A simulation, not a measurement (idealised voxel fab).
Herein follows the process module entitled voxel quadruple lines.
This is section cut - it's 200 nm across, gridded in 5 nm square cells.
Cross-section layout: square cells on a grid; listed as bands, top to bottom; a band spans one or more cell rows. Quick guide to a band line: top height, bottom height (nm) up front; then every material left to right with its width in nm. Only one material and it's marked "full width"? Then it fills the band edge to edge. And "blank" just means empty space. Zero point of the height axis is 0; under it, received wafer = one material. Lowest band: continues down indefinitely, "0 nm and below". Think of "30->40" as a width that walks from the first number to the second as you go down the band, top row to bottom row, taking equal-sized steps from row to row. Where the words "all unchanged" appear for a step, the cross-section shows no cell changed by that step; every cell remained as before. "Sealed internal voids" specifies each empty space that is not open to the top and that occupies no fewer than 8 cells, using the form width x height at distance, the distance measured from the left edge and all three quantities in nm. Formally, on a step line, whatever follows the settings is a remark that the simulator itself makes on the step. overlay nm: mask right of planned place by this much (step with mask). Neg. = left.
plan
1: RECEIVE (material Si)
2: CONFORMAL_DEP (material Al2O3; thk nm 5)
3: DIRECTIONAL_DEP (material Ru; thk nm 10)
4: DIRECTIONAL_DEP (material polySi; thk nm 20)
5: DIRECTIONAL_DEP (material aC; thk nm 20)
6: PATTERN (tone cover; mask id MANDREL; material resist; width nm 20; pitch nm 60; thk nm 30; overlay nm 0)
7: DIRECTIONAL_ETCH (etch materials aC; depth nm 20)
8: STRIP (etch materials resist)
9: CONFORMAL_DEP (material SiO2; thk nm 10)
10: DIRECTIONAL_ETCH (etch materials SiO2; depth nm 10)
11: STRIP (etch materials aC)
12: DIRECTIONAL_ETCH (etch materials polySi; depth nm 20)
13: STRIP (etch materials SiO2)
14: CONFORMAL_DEP (material SiN; thk nm 5)
15: DIRECTIONAL_ETCH (etch materials SiN; depth nm 5)
16: STRIP (etch materials polySi)
17: DIRECTIONAL_ETCH (etch materials Ru; depth nm 10)
18: STRIP (etch materials SiN)
19: FILL_DEP (material SiO2; thk nm 10)
20: CMP (height nm 15)
Wafer cross-section on receipt, i.e. after step 1
  0 nm and below | Si full width
  Sealed internal voids: none
a wafer at the end: this start, this plan, one mistake
  15 nm to 10 nm | SiO2 full width
  10 nm to 0 nm | SiO2=45 / Ru=5 / SiO2=10 / Ru=5 / SiO2=10 / Ru=5 / SiO2=10 / Ru=5 / SiO2=10 / Ru=5 / SiO2=10 / Ru=5 / SiO2=10 / Ru=5 / SiO2=10 / Ru=5 / SiO2=45
  0 nm and below | Si full width
  Sealed internal voids: none
Want to know what went wrong? step 2 of the plan was bypassed and not carried out
